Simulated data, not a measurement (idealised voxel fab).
The document below concerns the process module designated voxel spacer lines.
Pictured: cross-section cut, 240 nm wide, on a grid of 5 nm square cells.
In what follows, cross-sections appear as grids of square cells, described through bands that run from the top down, where every band is one or more rows of cells.
In this notation a band is specified by the heights of its top and bottom, in that order and in nm, after which its materials appear from left to right, each paired with its width in nm. The word "everywhere" attached to a single material means that material fills the band from edge to edge; the word "blank" stands for empty space.
Beneath 0, the wafer as received is one material, and that level is where height counting begins. The lowest band goes on downward without a bottom; it is written like "0..down".
Note: "30->40" means the width goes from the first number (top row of the band) to the second number (bottom row) in equal steps per row of cells.
"changes: none" -> step changed no cross-section cell.
You'll see "Enclosed internal voids" listing empty spaces that have no way open to the top, as long as they're 8 cells or more; the notation is width x height at distance, where the distance is from the left edge, and all of it is in nm.
On each step's line, the part that comes after the settings is the simulator's own comment on the step.
For masked steps, "overlay nm" on the step line gives how far right of plan the mask actually lay; a minus sign means it lay to the left.

Process steps - plan
1) RECEIVE with material Si
2) CONFORMAL_DEP with material Al2O3, thk nm 5
3) DIRECTIONAL_DEP with material SiN, thk nm 15
4) DIRECTIONAL_DEP with material aC, thk nm 30
5) PATTERN with tone cover, mask id MANDREL, material resist, width nm 15, pitch nm 60, thk nm 40, overlay nm 0
6) DIRECTIONAL_ETCH with etch materials aC, depth nm 30
7) STRIP with etch materials resist
8) CONFORMAL_DEP with material SiO2, thk nm 15
9) DIRECTIONAL_ETCH with etch materials SiO2, depth nm 15
10) STRIP with etch materials aC
11) DIRECTIONAL_ETCH with etch materials SiN, depth nm 15
12) STRIP with etch materials SiO2

Delivered wafer in cross-section: state after step 1
	0..down | Si everywhere
	Enclosed internal voids: none

The following cross-section depicts the wafer upon conclusion of the module. Processing commenced from the starting condition illustrated above and adhered to the plan illustrated above, save for one mistake in execution
	20..5 | blank (25) / SiN (15) / blank (15) / SiN (15) / blank (15) / SiN (15) / blank (15) / SiN (15) / blank (15) / SiN (15) / blank (15) / SiN (15) / blank (50)
	5..0 | Al2O3 everywhere
	0..down | Si everywhere
	Enclosed internal voids: none
Here's what went sideways: step 5 ran with different settings than intended, the actual operation and settings being PATTERN with tone cover, mask id MANDREL, material resist, width nm 15, pitch nm 60, thk nm 40, overlay nm -10
